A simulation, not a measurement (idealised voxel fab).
Proc. module: voxel double patterning
FYI the section here is cut, 250 nm wide, cells are 5 nm squares.
Cross-sections here: square-cell grids, written as top-down lists of bands, a band being one or more rows of cells. Look at the band entry: it leads with the top's height and the bottom's height in nm. Then it lists the materials left to right, with a width in nm for each. The word "everywhere" on a single material says that material fills the band edge to edge. The word "air" is empty space. Below 0: as-received wafer, all one material; heights counted from there. Lowest band: no bottom, goes on down, written "0 nm and below". It should be noted that a width expressed as "30..40" varies in equal increments from row to row of cells within the band, taking the value of the first number at the top row and that of the second number at the bottom row. Reading "no change" for a step: not a cell of the cross-section changed in it. Empty spaces counting at least 8 cells and having no open way to the top are listed in "Sealed cavities". The notation width x height at distance is used for each, the distance being from the left edge and all three values in nm. If you see something after the settings on a step's line, that's the simulator's own remark about that step. "overlay nm" denotes, for a step that has a mask, the displacement of the mask to the right of its planned place, with negative values corresponding to the left.

## Process steps - plan
1: RECEIVE with material Si
2: CONFORMAL_DEP with material SiO2, thk nm 10
3: DIRECTIONAL_DEP with material W, thk nm 15
4: DIRECTIONAL_DEP with material SiN, thk nm 10
5: MASKED_ETCH with tone open, mask id FIRST, width nm 15, pitch nm 50, etch materials SiN, depth nm 10, overlay nm 0
6: MASKED_ETCH with tone open, mask id SECOND, width nm 15, etch materials SiN, depth nm 10, overlay nm 0
7: DIRECTIONAL_ETCH with etch materials W, depth nm 15
8: STRIP with etch materials SiN

## Incoming wafer, cross-sectional view, post step 1
> 0 nm and below: Si everywhere
> Sealed cavities: none

## Same starting wafer, same plan as above, one mistake in the execution; this is the cross-section at the end of the module
> 40 nm to 25 nm: 90 nm W / 15 nm air / 10 nm W / 15 nm air / 10 nm W / 15 nm air / 95 nm W
> 25 nm to 10 nm: W everywhere
> 10 nm to 0 nm: SiO2 everywhere
> 0 nm and below: Si everywhere
> Sealed cavities: none
Here's what went sideways: twice over, step 3 of the plan was run
